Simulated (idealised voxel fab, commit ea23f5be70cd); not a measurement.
This section sets out a process module, namely voxel gate over fins.
For reference, the cross-section in this document is cut, with width 220 nm and square cells of 5 nm.
Throughout this document, each cross-section is represented as a grid of square cells and is presented as a sequence of bands enumerated from the top downward, where a band comprises one or more rows of cells. Band: top height; bottom height; in nm. Then, left to right: material with width in nm, for each material. "full width": a single material spanning edge to edge. "empty": empty space. Where do heights start? At 0: under that level the wafer as delivered is made of one material only. And the lowest band has no floor; it just carries on downward, as in "from 0 down". Think of "30->40" as a width that walks from the first number to the second as you go down the band, top row to bottom row, taking equal-sized steps from row to row. "no change", as given for a step, is the statement that not any cell of the cross-section underwent a change during that step. "Closed void listing" - sealed voids, min. 8 cells, no opening to top; format: width x height at distance (distance from left edge; nm throughout). Text after the settings on a step's line: the simulator's own remark on that step. A step line may carry the setting "overlay nm", which, for steps involving a mask, states the distance by which the mask lay to the right of its intended position; negative values denote displacement to the left. Everything after this point is organized in pairs: a cross-section before one process step, a cross-section after it that shows only as deep as the lowest changed band, and, under the pair, the intervening step with its settings. Because different runs of this module on the same starting wafer can supply different pairs, a pair continues from the pair above it only if its entry headed "Preceding state" says so.
[Preceding state]
* from 0 down = Si full width
* Closed void listing: none
[Post-Step Appearance]
* from 10 to 0 = SiN full width
* below 0: unchanged
* Closed void listing: none
The before and after cross-sections above differ by one step: CONFORMAL_DEP (material SiN; thk nm 10)
Preceding state: Reference is made to the cross-section shown after the step in the pair directly above, which represents the state prior to this step.
[Post-Step Appearance]
* from 25 to 10 = aC full width
* below 10: unchanged
* Closed void listing: none
The before and after cross-sections above differ by one step: DIRECTIONAL_DEP (material aC; thk nm 15)
Preceding state: Reference is made to the cross-section shown after the step in the pair directly above, which represents the state prior to this step.
[Post-Step Appearance]
* from 55 to 25 = empty=55 / resist=15 / empty=30 / resist=15 / empty=30 / resist=15 / empty=60
* below 25: unchanged
* Closed void listing: none
The before and after cross-sections above differ by one step: PATTERN (tone cover; mask id FINS; material resist; width nm 15; pitch nm 45; thk nm 30; overlay nm 0)
Preceding state: Reference is made to the cross-section shown after the step in the pair directly above, which represents the state prior to this step.
[Post-Step Appearance]
* from 40 to 25 = empty=55 / resist=15 / empty=30 / resist=15 / empty=30 / resist=15 / empty=60
* from 25 to 10 = empty=55 / aC=15 / empty=30 / aC=15 / empty=30 / aC=15 / empty=60
* below 10: unchanged
* Closed void listing: none
The before and after cross-sections above differ by one step: DIRECTIONAL_ETCH (etch materials aC; depth nm 15)
Preceding state: Reference is made to the cross-section shown after the step in the pair directly above, which represents the state prior to this step.
[Post-Step Appearance]
* from 25 to 10 = empty=55 / aC=15 / empty=30 / aC=15 / empty=30 / aC=15 / empty=60
* below 10: unchanged
* Closed void listing: none
The before and after cross-sections above differ by one step: STRIP (etch materials resist)
Preceding state: Reference is made to the cross-section shown after the step in the pair directly above, which represents the state prior to this step.
[Post-Step Appearance]
* from 25 to 10 = empty=55 / aC=15 / empty=30 / aC=15 / empty=30 / aC=15 / empty=60
* from 10 to 0 = empty=55 / SiN=15 / empty=30 / SiN=15 / empty=30 / SiN=15 / empty=60
* below 0: unchanged
* Closed void listing: none
The before and after cross-sections above differ by one step: DIRECTIONAL_ETCH (etch materials SiN; depth nm 10)
Preceding state: Reference is made to the cross-section shown after the step in the pair directly above, which represents the state prior to this step.
[Post-Step Appearance]
* from 25 to 10 = empty=55 / aC=15 / empty=30 / aC=15 / empty=30 / aC=15 / empty=60
* from 10 to 0 = empty=55 / SiN=15 / empty=30 / SiN=15 / empty=30 / SiN=15 / empty=60
* from 0 to -30 = empty=55 / Si=15 / empty=30 / Si=15 / empty=30 / Si=15 / empty=60
* below -30: unchanged
* Closed void listing: none
The before and after cross-sections above differ by one step: DIRECTIONAL_ETCH (etch materials Si; depth nm 30)
Preceding state: Reference is made to the cross-section shown after the step in the pair directly above, which represents the state prior to this step.
[Post-Step Appearance]
* from 10 to 0 = empty=55 / SiN=15 / empty=30 / SiN=15 / empty=30 / SiN=15 / empty=60
* below 0: unchanged
* Closed void listing: none
The before and after cross-sections above differ by one step: STRIP (etch materials aC)
Preceding state: Reference is made to the cross-section shown after the step in the pair directly above, which represents the state prior to this step.
[Post-Step Appearance]
* from 15 to 10 = SiO2 full width
* from 10 to 0 = SiO2=55 / SiN=15 / SiO2=30 / SiN=15 / SiO2=30 / SiN=15 / SiO2=60
* from 0 to -30 = SiO2=55 / Si=15 / SiO2=30 / Si=15 / SiO2=30 / Si=15 / SiO2=60
* below -30: unchanged
* Closed void listing: none
The before and after cross-sections above differ by one step: FILL_DEP (material SiO2; thk nm 5)
Preceding state: Reference is made to the cross-section shown after the step in the pair directly above, which represents the state prior to this step.
[Post-Step Appearance]
* from 10 to 0 = SiO2=55 / SiN=15 / SiO2=30 / SiN=15 / SiO2=30 / SiN=15 / SiO2=60
* below 0: unchanged
* Closed void listing: none
The before and after cross-sections above differ by one step: CMP (height nm 10)
Preceding state: Reference is made to the cross-section shown after the step in the pair directly above, which represents the state prior to this step.
[Post-Step Appearance]
* from 10 to 0 = empty=55 / SiN=15 / empty=30 / SiN=15 / empty=30 / SiN=15 / empty=60
* from 0 to -10 = empty=55 / Si=15 / empty=30 / Si=15 / empty=30 / Si=15 / empty=60
* below -10: unchanged
* Closed void listing: none
The before and after cross-sections above differ by one step: SELECTIVE_ETCH (etch materials SiO2; depth nm 20)
Preceding state: Reference is made to the cross-section shown after the step in the pair directly above, which represents the state prior to this step.
[Post-Step Appearance]
* from 0 to -10 = empty=55 / Si=15 / empty=30 / Si=15 / empty=30 / Si=15 / empty=60
* below -10: unchanged
* Closed void listing: none
The before and after cross-sections above differ by one step: STRIP (etch materials SiN)
Preceding state: Reference is made to the cross-section shown after the step in the pair directly above, which represents the state prior to this step.
[Post-Step Appearance]
* from 5 to 0 = empty=50 / HfO2=25 / empty=20 / HfO2=25 / empty=20 / HfO2=25 / empty=55
* from 0 to -5 = empty=50 / HfO2=5 / Si=15 / HfO2=5 / empty=20 / HfO2=5 / Si=15 / HfO2=5 / empty=20 / HfO2=5 / Si=15 / HfO2=5 / empty=55
* from -5 to -10 = HfO2=55 / Si=15 / HfO2=30 / Si=15 / HfO2=30 / Si=15 / HfO2=60
* below -10: unchanged
* Closed void listing: none
The before and after cross-sections above differ by one step: CONFORMAL_DEP (material HfO2; thk nm 5)
Preceding state: Reference is made to the cross-section shown after the step in the pair directly above, which represents the state prior to this step.
[Post-Step Appearance]
* from 10 to 5 = empty=45 / TiN=35 / empty=10 / TiN=35 / empty=10 / TiN=35 / empty=50
* from 5 to 0 = empty=45 / TiN=5 / HfO2=25 / TiN=5 / empty=10 / TiN=5 / HfO2=25 / TiN=5 / empty=10 / TiN=5 / HfO2=25 / TiN=5 / empty=50
* from 0 to -5 = TiN=50 / HfO2=5 / Si=15 / HfO2=5 / TiN=20 / HfO2=5 / Si=15 / HfO2=5 / TiN=20 / HfO2=5 / Si=15 / HfO2=5 / TiN=55
* below -5: unchanged
* Closed void listing: none
The before and after cross-sections above differ by one step: CONFORMAL_DEP (material TiN; thk nm 5)
Preceding state: Reference is made to the cross-section shown after the step in the pair directly above, which represents the state prior to this step.
[Post-Step Appearance]
* from 20 to 10 = W full width
* from 10 to 5 = W=45 / TiN=35 / W=10 / TiN=35 / W=10 / TiN=35 / W=50
* from 5 to 0 = W=45 / TiN=5 / HfO2=25 / TiN=5 / W=10 / TiN=5 / HfO2=25 / TiN=5 / W=10 / TiN=5 / HfO2=25 / TiN=5 / W=50
* below 0: unchanged
* Closed void listing: none
The before and after cross-sections above differ by one step: FILL_DEP (material W; thk nm 10)
Preceding state: Reference is made to the cross-section shown after the step in the pair directly above, which represents the state prior to this step.
[Post-Step Appearance]
* from 15 to 10 = W full width
* below 10: unchanged
* Closed void listing: none
The before and after cross-sections above differ by one step: CMP (height nm 15)
Preceding state: Reference is made to the cross-section shown after the step in the pair directly above, which represents the state prior to this step.
[Post-Step Appearance]
* from 25 to 15 = SiCN full width
* below 15: unchanged
* Closed void listing: none
The before and after cross-sections above differ by one step: CONFORMAL_DEP (material SiCN; thk nm 10)
[Preceding state]
* from 0 to -10 = empty=55 / Si=15 / empty=30 / Si=15 / empty=30 / Si=15 / empty=60
* from -10 to -30 = SiO2=55 / Si=15 / SiO2=30 / Si=15 / SiO2=30 / Si=15 / SiO2=60
* from -30 down = Si full width
* Closed void listing: none
[Post-Step Appearance]
* from 5 to 0 = empty=50 / TiN=25 / empty=20 / TiN=25 / empty=20 / TiN=25 / empty=55
* from 0 to -5 = empty=50 / TiN=5 / Si=15 / TiN=5 / empty=20 / TiN=5 / Si=15 / TiN=5 / empty=20 / TiN=5 / Si=15 / TiN=5 / empty=55
* from -5 to -10 = TiN=55 / Si=15 / TiN=30 / Si=15 / TiN=30 / Si=15 / TiN=60
* below -10: unchanged
* Closed void listing: none
The before and after cross-sections above differ by one step: CONFORMAL_DEP (material TiN; thk nm 5)
Preceding state: Reference is made to the cross-section shown after the step in the pair directly above, which represents the state prior to this step.
[Post-Step Appearance]
* from 15 to 5 = W full width
* from 5 to 0 = W=50 / TiN=25 / W=20 / TiN=25 / W=20 / TiN=25 / W=55
* from 0 to -5 = W=50 / TiN=5 / Si=15 / TiN=5 / W=20 / TiN=5 / Si=15 / TiN=5 / W=20 / TiN=5 / Si=15 / TiN=5 / W=55
* below -5: unchanged
* Closed void listing: none
The before and after cross-sections above differ by one step: FILL_DEP (material W; thk nm 10)
Preceding state: Reference is made to the cross-section shown after the step in the pair directly above, which represents the state prior to this step.
[Post-Step Appearance]
* from 25 to 15 = SiCN full width
* below 15: unchanged
* Closed void listing: none
The before and after cross-sections above differ by one step: CONFORMAL_DEP (material SiCN; thk nm 10)
[Preceding state]
* from 25 to 10 = empty=55 / aC=15 / empty=30 / aC=15 / empty=30 / aC=15 / empty=60
* from 10 to 0 = empty=55 / SiN=15 / empty=30 / SiN=15 / empty=30 / SiN=15 / empty=60
* from 0 to -30 = empty=55 / Si=15 / empty=30 / Si=15 / empty=30 / Si=15 / empty=60
* from -30 down = Si full width
* Closed void listing: none
[Post-Step Appearance]
* from 25 to 10 = empty=55 / aC=15 / empty=30 / aC=15 / empty=30 / aC=15 / empty=60
* from 10 to 0 = empty=55 / SiN=15 / empty=30 / SiN=15 / empty=30 / SiN=15 / empty=60
* from 0 to -60 = empty=55 / Si=15 / empty=30 / Si=15 / empty=30 / Si=15 / empty=60
* below -60: unchanged
* Closed void listing: none
The before and after cross-sections above differ by one step: DIRECTIONAL_ETCH (etch materials Si; depth nm 30)
Preceding state: Reference is made to the cross-section shown after the step in the pair directly above, which represents the state prior to this step.
[Post-Step Appearance]
* from 10 to 0 = empty=55 / SiN=15 / empty=30 / SiN=15 / empty=30 / SiN=15 / empty=60
* below 0: unchanged
* Closed void listing: none
The before and after cross-sections above differ by one step: STRIP (etch materials aC)
Preceding state: Reference is made to the cross-section shown after the step in the pair directly above, which represents the state prior to this step.
[Post-Step Appearance]
* from 15 to 10 = SiO2 full width
* from 10 to 0 = SiO2=55 / SiN=15 / SiO2=30 / SiN=15 / SiO2=30 / SiN=15 / SiO2=60
* from 0 to -60 = SiO2=55 / Si=15 / SiO2=30 / Si=15 / SiO2=30 / Si=15 / SiO2=60
* below -60: unchanged
* Closed void listing: none
The before and after cross-sections above differ by one step: FILL_DEP (material SiO2; thk nm 5)
Preceding state: Reference is made to the cross-section shown after the step in the pair directly above, which represents the state prior to this step.
[Post-Step Appearance]
* from 10 to 0 = SiO2=55 / SiN=15 / SiO2=30 / SiN=15 / SiO2=30 / SiN=15 / SiO2=60
* below 0: unchanged
* Closed void listing: none
The before and after cross-sections above differ by one step: CMP (height nm 10)
Preceding state: Reference is made to the cross-section shown after the step in the pair directly above, which represents the state prior to this step.
[Post-Step Appearance]
* from 10 to 0 = empty=55 / SiN=15 / empty=30 / SiN=15 / empty=30 / SiN=15 / empty=60
* from 0 to -10 = empty=55 / Si=15 / empty=30 / Si=15 / empty=30 / Si=15 / empty=60
* below -10: unchanged
* Closed void listing: none
The before and after cross-sections above differ by one step: SELECTIVE_ETCH (etch materials SiO2; depth nm 20)
Preceding state: Reference is made to the cross-section shown after the step in the pair directly above, which represents the state prior to this step.
[Post-Step Appearance]
* from 0 to -10 = empty=55 / Si=15 / empty=30 / Si=15 / empty=30 / Si=15 / empty=60
* below -10: unchanged
* Closed void listing: none
The before and after cross-sections above differ by one step: STRIP (etch materials SiN)
Preceding state: Reference is made to the cross-section shown after the step in the pair directly above, which represents the state prior to this step.
[Post-Step Appearance]
* from 5 to 0 = empty=50 / HfO2=25 / empty=20 / HfO2=25 / empty=20 / HfO2=25 / empty=55
* from 0 to -5 = empty=50 / HfO2=5 / Si=15 / HfO2=5 / empty=20 / HfO2=5 / Si=15 / HfO2=5 / empty=20 / HfO2=5 / Si=15 / HfO2=5 / empty=55
* from -5 to -10 = HfO2=55 / Si=15 / HfO2=30 / Si=15 / HfO2=30 / Si=15 / HfO2=60
* below -10: unchanged
* Closed void listing: none
The before and after cross-sections above differ by one step: CONFORMAL_DEP (material HfO2; thk nm 5)
Preceding state: Reference is made to the cross-section shown after the step in the pair directly above, which represents the state prior to this step.
[Post-Step Appearance]
* from 10 to 5 = empty=45 / TiN=35 / empty=10 / TiN=35 / empty=10 / TiN=35 / empty=50
* from 5 to 0 = empty=45 / TiN=5 / HfO2=25 / TiN=5 / empty=10 / TiN=5 / HfO2=25 / TiN=5 / empty=10 / TiN=5 / HfO2=25 / TiN=5 / empty=50
* from 0 to -5 = TiN=50 / HfO2=5 / Si=15 / HfO2=5 / TiN=20 / HfO2=5 / Si=15 / HfO2=5 / TiN=20 / HfO2=5 / Si=15 / HfO2=5 / TiN=55
* below -5: unchanged
* Closed void listing: none
The before and after cross-sections above differ by one step: CONFORMAL_DEP (material TiN; thk nm 5)
Preceding state: Reference is made to the cross-section shown after the step in the pair directly above, which represents the state prior to this step.
[Post-Step Appearance]
* from 20 to 10 = W full width
* from 10 to 5 = W=45 / TiN=35 / W=10 / TiN=35 / W=10 / TiN=35 / W=50
* from 5 to 0 = W=45 / TiN=5 / HfO2=25 / TiN=5 / W=10 / TiN=5 / HfO2=25 / TiN=5 / W=10 / TiN=5 / HfO2=25 / TiN=5 / W=50
* below 0: unchanged
* Closed void listing: none
The before and after cross-sections above differ by one step: FILL_DEP (material W; thk nm 10)
Preceding state: Reference is made to the cross-section shown after the step in the pair directly above, which represents the state prior to this step.
[Post-Step Appearance]
* from 15 to 10 = W full width
* below 10: unchanged
* Closed void listing: none
The before and after cross-sections above differ by one step: CMP (height nm 15)
Preceding state: Reference is made to the cross-section shown after the step in the pair directly above, which represents the state prior to this step.
[Post-Step Appearance]
* from 25 to 15 = SiCN full width
* below 15: unchanged
* Closed void listing: none
The before and after cross-sections above differ by one step: CONFORMAL_DEP (material SiCN; thk nm 10)
[Preceding state]
* from 10 to 0 = SiO2=55 / SiN=15 / SiO2=30 / SiN=15 / SiO2=30 / SiN=15 / SiO2=60
* from 0 to -30 = SiO2=55 / Si=15 / SiO2=30 / Si=15 / SiO2=30 / Si=15 / SiO2=60
* from -30 down = Si full width
* Closed void listing: none
[Post-Step Appearance]
* from 10 to 0 = SiO2=55 / empty=15 / SiO2=30 / empty=15 / SiO2=30 / empty=15 / SiO2=60
* below 0: unchanged
* Closed void listing: none
The before and after cross-sections above differ by one step: STRIP (etch materials SiN)
Preceding state: Reference is made to the cross-section shown after the step in the pair directly above, which represents the state prior to this step.
[Post-Step Appearance]
* from 0 to -10 = empty=55 / Si=15 / empty=30 / Si=15 / empty=30 / Si=15 / empty=60
* from -10 to -20 = SiO2=35 / empty=20 / Si=15 / empty=30 / Si=15 / empty=30 / Si=15 / empty=20 / SiO2=40
* below -20: unchanged
* Closed void listing: none
The before and after cross-sections above differ by one step: SELECTIVE_ETCH (etch materials SiO2; depth nm 20)
Preceding state: Reference is made to the cross-section shown after the step in the pair directly above, which represents the state prior to this step.
[Post-Step Appearance]
* from 5 to 0 = empty=50 / HfO2=25 / empty=20 / HfO2=25 / empty=20 / HfO2=25 / empty=55
* from 0 to -5 = empty=50 / HfO2=5 / Si=15 / HfO2=5 / empty=20 / HfO2=5 / Si=15 / HfO2=5 / empty=20 / HfO2=5 / Si=15 / HfO2=5 / empty=55
* from -5 to -10 = HfO2=40 / empty=10 / HfO2=5 / Si=15 / HfO2=5 / empty=20 / HfO2=5 / Si=15 / HfO2=5 / empty=20 / HfO2=5 / Si=15 / HfO2=5 / empty=10 / HfO2=45
* from -10 to -15 = SiO2=35 / HfO2=5 / empty=10 / HfO2=5 / Si=15 / HfO2=5 / empty=20 / HfO2=5 / Si=15 / HfO2=5 / empty=20 / HfO2=5 / Si=15 / HfO2=5 / empty=10 / HfO2=5 / SiO2=40
* from -15 to -20 = SiO2=35 / HfO2=20 / Si=15 / HfO2=30 / Si=15 / HfO2=30 / Si=15 / HfO2=20 / SiO2=40
* below -20: unchanged
* Closed void listing: none
The before and after cross-sections above differ by one step: CONFORMAL_DEP (material HfO2; thk nm 5)
Preceding state: Reference is made to the cross-section shown after the step in the pair directly above, which represents the state prior to this step.
[Post-Step Appearance]
* from 10 to 5 = empty=45 / TiN=35 / empty=10 / TiN=35 / empty=10 / TiN=35 / empty=50
* from 5 to 0 = empty=45 / TiN=5 / HfO2=25 / TiN=5 / empty=10 / TiN=5 / HfO2=25 / TiN=5 / empty=10 / TiN=5 / HfO2=25 / TiN=5 / empty=50
* from 0 to -5 = TiN=50 / HfO2=5 / Si=15 / HfO2=5 / TiN=5 / empty=10 / TiN=5 / HfO2=5 / Si=15 / HfO2=5 / TiN=5 / empty=10 / TiN=5 / HfO2=5 / Si=15 / HfO2=5 / TiN=55
* from -5 to -10 = HfO2=40 / TiN=10 / HfO2=5 / Si=15 / HfO2=5 / TiN=5 / empty=10 / TiN=5 / HfO2=5 / Si=15 / HfO2=5 / TiN=5 / empty=10 / TiN=5 / HfO2=5 / Si=15 / HfO2=5 / TiN=10 / HfO2=45
* from -10 to -15 = SiO2=35 / HfO2=5 / TiN=10 / HfO2=5 / Si=15 / HfO2=5 / TiN=20 / HfO2=5 / Si=15 / HfO2=5 / TiN=20 / HfO2=5 / Si=15 / HfO2=5 / TiN=10 / HfO2=5 / SiO2=40
* below -15: unchanged
* Closed void listing: none
The before and after cross-sections above differ by one step: CONFORMAL_DEP (material TiN; thk nm 5)
Preceding state: Reference is made to the cross-section shown after the step in the pair directly above, which represents the state prior to this step.
[Post-Step Appearance]
* from 20 to 10 = W full width
* from 10 to 5 = W=45 / TiN=35 / W=10 / TiN=35 / W=10 / TiN=35 / W=50
* from 5 to 0 = W=45 / TiN=5 / HfO2=25 / TiN=5 / W=10 / TiN=5 / HfO2=25 / TiN=5 / W=10 / TiN=5 / HfO2=25 / TiN=5 / W=50
* from 0 to -5 = TiN=50 / HfO2=5 / Si=15 / HfO2=5 / TiN=5 / W=10 / TiN=5 / HfO2=5 / Si=15 / HfO2=5 / TiN=5 / W=10 / TiN=5 / HfO2=5 / Si=15 / HfO2=5 / TiN=55
* from -5 to -10 = HfO2=40 / TiN=10 / HfO2=5 / Si=15 / HfO2=5 / TiN=5 / W=10 / TiN=5 / HfO2=5 / Si=15 / HfO2=5 / TiN=5 / W=10 / TiN=5 / HfO2=5 / Si=15 / HfO2=5 / TiN=10 / HfO2=45
* below -10: unchanged
* Closed void listing: none
The before and after cross-sections above differ by one step: FILL_DEP (material W; thk nm 10)
Preceding state: Reference is made to the cross-section shown after the step in the pair directly above, which represents the state prior to this step.
[Post-Step Appearance]
* from 15 to 10 = W full width
* below 10: unchanged
* Closed void listing: none
The before and after cross-sections above differ by one step: CMP (height nm 15)
Preceding state: Reference is made to the cross-section shown after the step in the pair directly above, which represents the state prior to this step.
[Post-Step Appearance]
* from 25 to 15 = SiCN full width
* below 15: unchanged
* Closed void listing: none
The before and after cross-sections above differ by one step: CONFORMAL_DEP (material SiCN; thk nm 10)
[Preceding state]
* from 15 to 10 = W full width
* from 10 to 5 = W=45 / TiN=35 / W=10 / TiN=35 / W=10 / TiN=35 / W=50
* from 5 to 0 = W=45 / TiN=5 / HfO2=25 / TiN=5 / W=10 / TiN=5 / HfO2=25 / TiN=5 / W=10 / TiN=5 / HfO2=25 / TiN=5 / W=50
* from 0 to -5 = TiN=50 / HfO2=5 / Si=15 / HfO2=5 / TiN=20 / HfO2=5 / Si=15 / HfO2=5 / TiN=20 / HfO2=5 / Si=15 / HfO2=5 / TiN=55
* from -5 to -10 = HfO2=55 / Si=15 / HfO2=30 / Si=15 / HfO2=30 / Si=15 / HfO2=60
* from -10 to -30 = SiO2=55 / Si=15 / SiO2=30 / Si=15 / SiO2=30 / Si=15 / SiO2=60
* from -30 down = Si full width
* Closed void listing: none
[Post-Step Appearance]
* from 30 to 15 = SiCN full width
* below 15: unchanged
* Closed void listing: none
The before and after cross-sections above differ by one step: CONFORMAL_DEP (material SiCN; thk nm 15)
[Preceding state]
* from 25 to 10 = aC full width
* from 10 to 0 = SiN full width
* from 0 down = Si full width
* Closed void listing: none
[Post-Step Appearance]
* from 55 to 25 = empty=55 / resist=20 / empty=25 / resist=20 / empty=25 / resist=20 / empty=55
* below 25: unchanged
* Closed void listing: none
The before and after cross-sections above differ by one step: PATTERN (tone cover; mask id FINS; material resist; width nm 20; pitch nm 45; thk nm 30; overlay nm 0)
Preceding state: Reference is made to the cross-section shown after the step in the pair directly above, which represents the state prior to this step.
[Post-Step Appearance]
* from 40 to 25 = empty=55 / resist=20 / empty=25 / resist=20 / empty=25 / resist=20 / empty=55
* from 25 to 10 = empty=55 / aC=20 / empty=25 / aC=20 / empty=25 / aC=20 / empty=55
* below 10: unchanged
* Closed void listing: none
The before and after cross-sections above differ by one step: DIRECTIONAL_ETCH (etch materials aC; depth nm 15)
Preceding state: Reference is made to the cross-section shown after the step in the pair directly above, which represents the state prior to this step.
[Post-Step Appearance]
* from 25 to 10 = empty=55 / aC=20 / empty=25 / aC=20 / empty=25 / aC=20 / empty=55
* below 10: unchanged
* Closed void listing: none
The before and after cross-sections above differ by one step: STRIP (etch materials resist)
Preceding state: Reference is made to the cross-section shown after the step in the pair directly above, which represents the state prior to this step.
[Post-Step Appearance]
* from 25 to 10 = empty=55 / aC=20 / empty=25 / aC=20 / empty=25 / aC=20 / empty=55
* from 10 to 0 = empty=55 / SiN=20 / empty=25 / SiN=20 / empty=25 / SiN=20 / empty=55
* below 0: unchanged
* Closed void listing: none
The before and after cross-sections above differ by one step: DIRECTIONAL_ETCH (etch materials SiN; depth nm 10)
Preceding state: Reference is made to the cross-section shown after the step in the pair directly above, which represents the state prior to this step.
[Post-Step Appearance]
* from 25 to 10 = empty=55 / aC=20 / empty=25 / aC=20 / empty=25 / aC=20 / empty=55
* from 10 to 0 = empty=55 / SiN=20 / empty=25 / SiN=20 / empty=25 / SiN=20 / empty=55
* from 0 to -30 = empty=55 / Si=20 / empty=25 / Si=20 / empty=25 / Si=20 / empty=55
* below -30: unchanged
* Closed void listing: none
The before and after cross-sections above differ by one step: DIRECTIONAL_ETCH (etch materials Si; depth nm 30)
Preceding state: Reference is made to the cross-section shown after the step in the pair directly above, which represents the state prior to this step.
[Post-Step Appearance]
* from 10 to 0 = empty=55 / SiN=20 / empty=25 / SiN=20 / empty=25 / SiN=20 / empty=55
* below 0: unchanged
* Closed void listing: none
The before and after cross-sections above differ by one step: STRIP (etch materials aC)
Preceding state: Reference is made to the cross-section shown after the step in the pair directly above, which represents the state prior to this step.
[Post-Step Appearance]
* from 15 to 10 = SiO2 full width
* from 10 to 0 = SiO2=55 / SiN=20 / SiO2=25 / SiN=20 / SiO2=25 / SiN=20 / SiO2=55
* from 0 to -30 = SiO2=55 / Si=20 / SiO2=25 / Si=20 / SiO2=25 / Si=20 / SiO2=55
* below -30: unchanged
* Closed void listing: none
The before and after cross-sections above differ by one step: FILL_DEP (material SiO2; thk nm 5)
Preceding state: Reference is made to the cross-section shown after the step in the pair directly above, which represents the state prior to this step.
[Post-Step Appearance]
* from 10 to 0 = SiO2=55 / SiN=20 / SiO2=25 / SiN=20 / SiO2=25 / SiN=20 / SiO2=55
* below 0: unchanged
* Closed void listing: none
The before and after cross-sections above differ by one step: CMP (height nm 10)
Preceding state: Reference is made to the cross-section shown after the step in the pair directly above, which represents the state prior to this step.
[Post-Step Appearance]
* from 10 to 0 = empty=55 / SiN=20 / empty=25 / SiN=20 / empty=25 / SiN=20 / empty=55
* from 0 to -10 = empty=55 / Si=20 / empty=25 / Si=20 / empty=25 / Si=20 / empty=55
* below -10: unchanged
* Closed void listing: none
The before and after cross-sections above differ by one step: SELECTIVE_ETCH (etch materials SiO2; depth nm 20)
Preceding state: Reference is made to the cross-section shown after the step in the pair directly above, which represents the state prior to this step.
[Post-Step Appearance]
* from 0 to -10 = empty=55 / Si=20 / empty=25 / Si=20 / empty=25 / Si=20 / empty=55
* below -10: unchanged
* Closed void listing: none
The before and after cross-sections above differ by one step: STRIP (etch materials SiN)
Preceding state: Reference is made to the cross-section shown after the step in the pair directly above, which represents the state prior to this step.
[Post-Step Appearance]
* from 5 to 0 = empty=50 / HfO2=30 / empty=15 / HfO2=30 / empty=15 / HfO2=30 / empty=50
* from 0 to -5 = empty=50 / HfO2=5 / Si=20 / HfO2=5 / empty=15 / HfO2=5 / Si=20 / HfO2=5 / empty=15 / HfO2=5 / Si=20 / HfO2=5 / empty=50
* from -5 to -10 = HfO2=55 / Si=20 / HfO2=25 / Si=20 / HfO2=25 / Si=20 / HfO2=55
* below -10: unchanged
* Closed void listing: none
The before and after cross-sections above differ by one step: CONFORMAL_DEP (material HfO2; thk nm 5)
Preceding state: Reference is made to the cross-section shown after the step in the pair directly above, which represents the state prior to this step.
[Post-Step Appearance]
* from 10 to 5 = empty=45 / TiN=40 / empty=5 / TiN=40 / empty=5 / TiN=40 / empty=45
* from 5 to 0 = empty=45 / TiN=5 / HfO2=30 / TiN=5 / empty=5 / TiN=5 / HfO2=30 / TiN=5 / empty=5 / TiN=5 / HfO2=30 / TiN=5 / empty=45
* from 0 to -5 = TiN=50 / HfO2=5 / Si=20 / HfO2=5 / TiN=15 / HfO2=5 / Si=20 / HfO2=5 / TiN=15 / HfO2=5 / Si=20 / HfO2=5 / TiN=50
* below -5: unchanged
* Closed void listing: none
The before and after cross-sections above differ by one step: CONFORMAL_DEP (material TiN; thk nm 5)
Preceding state: Reference is made to the cross-section shown after the step in the pair directly above, which represents the state prior to this step.
[Post-Step Appearance]
* from 20 to 10 = W full width
* from 10 to 5 = W=45 / TiN=40 / W=5 / TiN=40 / W=5 / TiN=40 / W=45
* from 5 to 0 = W=45 / TiN=5 / HfO2=30 / TiN=5 / W=5 / TiN=5 / HfO2=30 / TiN=5 / W=5 / TiN=5 / HfO2=30 / TiN=5 / W=45
* below 0: unchanged
* Closed void listing: none
The before and after cross-sections above differ by one step: FILL_DEP (material W; thk nm 10)
Preceding state: Reference is made to the cross-section shown after the step in the pair directly above, which represents the state prior to this step.
[Post-Step Appearance]
* from 15 to 10 = W full width
* below 10: unchanged
* Closed void listing: none
The before and after cross-sections above differ by one step: CMP (height nm 15)
Preceding state: Reference is made to the cross-section shown after the step in the pair directly above, which represents the state prior to this step.
[Post-Step Appearance]
* from 25 to 15 = SiCN full width
* below 15: unchanged
* Closed void listing: none
The before and after cross-sections above differ by one step: CONFORMAL_DEP (material SiCN; thk nm 10)
[Preceding state]
* from 25 to 10 = aC full width
* from 10 to 0 = SiN full width
* from 0 down = Si full width
* Closed void listing: none
[Post-Step Appearance]
* from 55 to 25 = empty=50 / resist=15 / empty=30 / resist=15 / empty=30 / resist=15 / empty=65
* below 25: unchanged
* Closed void listing: none
The before and after cross-sections above differ by one step: PATTERN (tone cover; mask id FINS; material resist; width nm 15; pitch nm 45; thk nm 30; overlay nm -5)
Preceding state: Reference is made to the cross-section shown after the step in the pair directly above, which represents the state prior to this step.
[Post-Step Appearance]
* from 40 to 25 = empty=50 / resist=15 / empty=30 / resist=15 / empty=30 / resist=15 / empty=65
* from 25 to 10 = empty=50 / aC=15 / empty=30 / aC=15 / empty=30 / aC=15 / empty=65
* below 10: unchanged
* Closed void listing: none
The before and after cross-sections above differ by one step: DIRECTIONAL_ETCH (etch materials aC; depth nm 15)
Preceding state: Reference is made to the cross-section shown after the step in the pair directly above, which represents the state prior to this step.
[Post-Step Appearance]
* from 25 to 10 = empty=50 / aC=15 / empty=30 / aC=15 / empty=30 / aC=15 / empty=65
* below 10: unchanged
* Closed void listing: none
The before and after cross-sections above differ by one step: STRIP (etch materials resist)
Preceding state: Reference is made to the cross-section shown after the step in the pair directly above, which represents the state prior to this step.
[Post-Step Appearance]
* from 25 to 10 = empty=50 / aC=15 / empty=30 / aC=15 / empty=30 / aC=15 / empty=65
* from 10 to 0 = empty=50 / SiN=15 / empty=30 / SiN=15 / empty=30 / SiN=15 / empty=65
* below 0: unchanged
* Closed void listing: none
The before and after cross-sections above differ by one step: DIRECTIONAL_ETCH (etch materials SiN; depth nm 10)
Preceding state: Reference is made to the cross-section shown after the step in the pair directly above, which represents the state prior to this step.
[Post-Step Appearance]
* from 25 to 10 = empty=50 / aC=15 / empty=30 / aC=15 / empty=30 / aC=15 / empty=65
* from 10 to 0 = empty=50 / SiN=15 / empty=30 / SiN=15 / empty=30 / SiN=15 / empty=65
* from 0 to -30 = empty=50 / Si=15 / empty=30 / Si=15 / empty=30 / Si=15 / empty=65
* below -30: unchanged
* Closed void listing: none
The before and after cross-sections above differ by one step: DIRECTIONAL_ETCH (etch materials Si; depth nm 30)
Preceding state: Reference is made to the cross-section shown after the step in the pair directly above, which represents the state prior to this step.
[Post-Step Appearance]
* from 10 to 0 = empty=50 / SiN=15 / empty=30 / SiN=15 / empty=30 / SiN=15 / empty=65
* below 0: unchanged
* Closed void listing: none
The before and after cross-sections above differ by one step: STRIP (etch materials aC)
Preceding state: Reference is made to the cross-section shown after the step in the pair directly above, which represents the state prior to this step.
[Post-Step Appearance]
* from 15 to 10 = SiO2 full width
* from 10 to 0 = SiO2=50 / SiN=15 / SiO2=30 / SiN=15 / SiO2=30 / SiN=15 / SiO2=65
* from 0 to -30 = SiO2=50 / Si=15 / SiO2=30 / Si=15 / SiO2=30 / Si=15 / SiO2=65
* below -30: unchanged
* Closed void listing: none
The before and after cross-sections above differ by one step: FILL_DEP (material SiO2; thk nm 5)
